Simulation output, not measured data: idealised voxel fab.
Process module in this document: voxel wiring stack
280 nm wide, 5 nm square cells: that's cross-section cut.
Cross-section layout: square cells on a grid; listed as bands, top to bottom; a band spans one or more cell rows. For a band, the entry starts with two heights in nm, that of the top and then that of the bottom, and carries on with the band's materials in order from left to right, each alongside its width in nm; the word "edge to edge" beside a single material means it fills the band edge to edge, and "blank" means empty space. Convention: height 0 is the level below which the wafer, as received, is all one material. The lowest band does not terminate at the bottom but continues downward, represented as "0 and below". With a width like "30..40", each row of cells in the band differs from the next by the same amount, the top row carrying the first number and the bottom row the second. The designation "changes: none", where it is given for a processing step, indicates that no cell of the cross-section was altered in the course of that step. Entry "Closed void list". Content: empty spaces with no open connection to the top, size 8 cells or greater. Each: width x height at distance. Distance: from left edge. Unit: nm. Step line, after settings: the simulator's comment on this step. When a step includes a mask, the "overlay nm" setting on its line states how far to the right of its planned place that mask lay, and negative values state how far to the left.

### So here's the lineup of process steps we planned
- 1: RECEIVE,material Si
- 2: CONFORMAL_DEP,material SiO2,thk nm 10
- 3: DIRECTIONAL_DEP,material TiN,thk nm 5
- 4: DIRECTIONAL_DEP,material Ru,thk nm 20
- 5: PATTERN,tone cover,mask id METAL_1,material resist,width nm 20,pitch nm 40,thk nm 20,overlay nm 0
- 6: DIRECTIONAL_ETCH,etch materials Ru,depth nm 20
- 7: DIRECTIONAL_ETCH,etch materials TiN,depth nm 5
- 8: STRIP,etch materials resist
- 9: FILL_DEP,material SiO2,thk nm 10
- 10: CMP,height nm 35
- 11: CONFORMAL_DEP,material SiCN,thk nm 5
- 12: DIRECTIONAL_DEP,material lowk,thk nm 10
- 13: MASKED_ETCH,tone open,mask id PLUG_1,width nm 15,etch materials lowk,depth nm 10,overlay nm 0
- 14: MASKED_ETCH,tone open,mask id PLUG_1,width nm 15,etch materials SiCN,depth nm 5,overlay nm 0
- 15: CONFORMAL_DEP,material TiN,thk nm 5
- 16: FILL_DEP,material Ru,thk nm 10
- 17: CMP,height nm 50
- 18: CONFORMAL_DEP,material SiCN,thk nm 5
- 19: DIRECTIONAL_DEP,material SiO2,thk nm 15
- 20: MASKED_ETCH,tone open,mask id METAL_2,width nm 20,pitch nm 40,etch materials SiO2,depth nm 15,overlay nm 0
- 21: MASKED_ETCH,tone open,mask id METAL_2,width nm 20,pitch nm 40,etch materials SiCN,depth nm 5,overlay nm 0
- 22: CONFORMAL_DEP,material TiN,thk nm 5
- 23: FILL_DEP,material Ru,thk nm 10
- 24: CMP,height nm 70
- 25: EPI,material Ru,thk nm 5
- 26: FILL_DEP,material SiCN,thk nm 5

### Cross-section of the incoming wafer, state after step 1
0 and below = Si edge to edge
Closed void list: none

### Starting structure and process plan are as shown above, but one mistake was made in running the module; the wafer cross-section at the end of the module follows
80 down to 75 = SiCN edge to edge
75 down to 60 = Ru edge to edge
60 down to 55 = TiN=115; Ru=10; TiN=30; Ru=10; TiN=115
55 down to 50 = SiCN=110; TiN=20; SiCN=20; TiN=20; SiCN=110
50 down to 40 = lowk=110; TiN=5; Ru=5; TiN=5; lowk=155
40 down to 35 = SiCN=110; TiN=15; SiCN=155
35 down to 15 = SiO2=110; Ru=20; SiO2=20; Ru=20; SiO2=110
15 down to 10 = SiO2=110; TiN=20; SiO2=20; TiN=20; SiO2=110
10 down to 0 = SiO2 edge to edge
0 and below = Si edge to edge
Closed void list: none
Deviation noted in wafer processing: no execution of plan step 19; skipped
